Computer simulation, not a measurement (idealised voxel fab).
The following is a process module called voxel capacitor over wiring.
For reference, the cross-section in this document is cut, with width 160 nm and square cells of 5 nm.
A cross-section is written here as square cells arranged in a grid, and it is given in bands from the top down, each band taking up one or more rows of cells. Per band: top height and bottom height in nm, followed by the left-to-right materials and their widths in nm; "all across" marks a single material spanning edge to edge, "empty" marks empty space. Height is counted from the level 0, under which the received wafer is composed throughout of one material. The lowest of the bands is not closed at the bottom but continues downward, in the notation "top 0, no bottom". A width such as "30 to 40" changes by the same amount from each row of cells to the next, from the band's top row to its bottom row. For the purposes of this document, the phrase "left unchanged" attached to a step denotes that no cell within the cross-section was modified by that step. Under "Closed void roster" you'll find the enclosed gaps, the ones with no way out to the top, that are 8 cells or bigger; each reads width x height at distance, with distance counted from the left edge, everything in nm. Note: text after step settings on the step line = simulator remark on that step. For masked steps, "overlay nm" on the step line gives how far right of plan the mask actually lay; a minus sign means it lay to the left.
Below is the list of planned process steps:
1 RECEIVE: material Si
2 CONFORMAL_DEP: material SiO2, thk nm 10
3 DIRECTIONAL_DEP: material TiN, thk nm 5
4 DIRECTIONAL_DEP: material Ru, thk nm 20
5 PATTERN: tone cover, mask id METAL_1, material resist, width nm 25, pitch nm 75, thk nm 15, overlay nm 0
6 DIRECTIONAL_ETCH: etch materials Ru, depth nm 20
7 DIRECTIONAL_ETCH: etch materials TiN, depth nm 5
8 STRIP: etch materials resist
9 CONFORMAL_DEP: material SiCN, thk nm 5
10 FILL_DEP: material lowk, thk nm 10
11 CMP: height nm 35
12 CONFORMAL_DEP: material SiCN, thk nm 5
13 DIRECTIONAL_DEP: material lowk, thk nm 10
14 PATTERN: tone open, mask id PLUG_1, material resist, width nm 15, thk nm 15, overlay nm 0
15 DIRECTIONAL_ETCH: etch materials lowk, depth nm 10
16 DIRECTIONAL_ETCH: etch materials SiCN, depth nm 5
17 STRIP: etch materials resist
18 CONFORMAL_DEP: material TiN, thk nm 5
19 FILL_DEP: material Cu, thk nm 5
20 CMP: height nm 50
21 DIRECTIONAL_DEP: material TiN, thk nm 5
22 DIRECTIONAL_DEP: material Al2O3, thk nm 5
23 DIRECTIONAL_DEP: material TiN, thk nm 10
24 MASKED_ETCH: tone cover, mask id UPPER_PLATE, width nm 55, etch materials TiN, depth nm 10, overlay nm 0
25 MASKED_ETCH: tone cover, mask id UPPER_PLATE, width nm 55, etch materials Al2O3, depth nm 5, overlay nm 0
26 MASKED_ETCH: tone cover, mask id LOWER_PLATE, width nm 65, etch materials TiN, depth nm 5, overlay nm 0
27 FILL_DEP: material SiO2, thk nm 15
28 CMP: height nm 80
29 DIRECTIONAL_DEP: material aC, thk nm 15
30 PATTERN: tone open, mask id PLUG_2, material resist, width nm 15, thk nm 35, overlay nm 0
31 DIRECTIONAL_ETCH: etch materials aC, depth nm 15
32 STRIP: etch materials resist
33 DIRECTIONAL_ETCH: etch materials SiO2, depth nm 10
34 STRIP: etch materials aC
35 CONFORMAL_DEP: material TiN, thk nm 5
36 FILL_DEP: material Cu, thk nm 10
37 CMP: height nm 80
38 CONFORMAL_DEP: material SiCN, thk nm 5
Cross-section, incoming material, after step 1:
top 0, no bottom | Si all across
Closed void roster: none
This is how the wafer looks in cross-section once the module is done, given the starting state and plan above and one mistake in carrying the plan out:
top 85, bottom 80 | SiCN all across
top 80, bottom 70 | SiO2 (40) / TiN (55) / SiO2 (65)
top 70, bottom 65 | SiO2 (40) / Al2O3 (55) / SiO2 (65)
top 65, bottom 60 | SiO2 (35) / TiN (65) / SiO2 (60)
top 60, bottom 50 | TiN all across
top 50, bottom 40 | lowk (40) / TiN (5) / Cu (5) / TiN (5) / lowk (105)
top 40, bottom 35 | SiCN (40) / TiN (15) / SiCN (105)
top 35, bottom 15 | lowk (25) / SiCN (5) / Ru (25) / SiCN (5) / lowk (40) / SiCN (5) / Ru (25) / SiCN (5) / lowk (25)
top 15, bottom 10 | SiCN (30) / TiN (25) / SiCN (50) / TiN (25) / SiCN (30)
top 10, bottom 0 | SiO2 all across
top 0, no bottom | Si all across
Closed void roster: none
Misprocessing identified: step 21 was processed under conditions differing from the plan, specifically as DIRECTIONAL_DEP: material TiN, thk nm 15
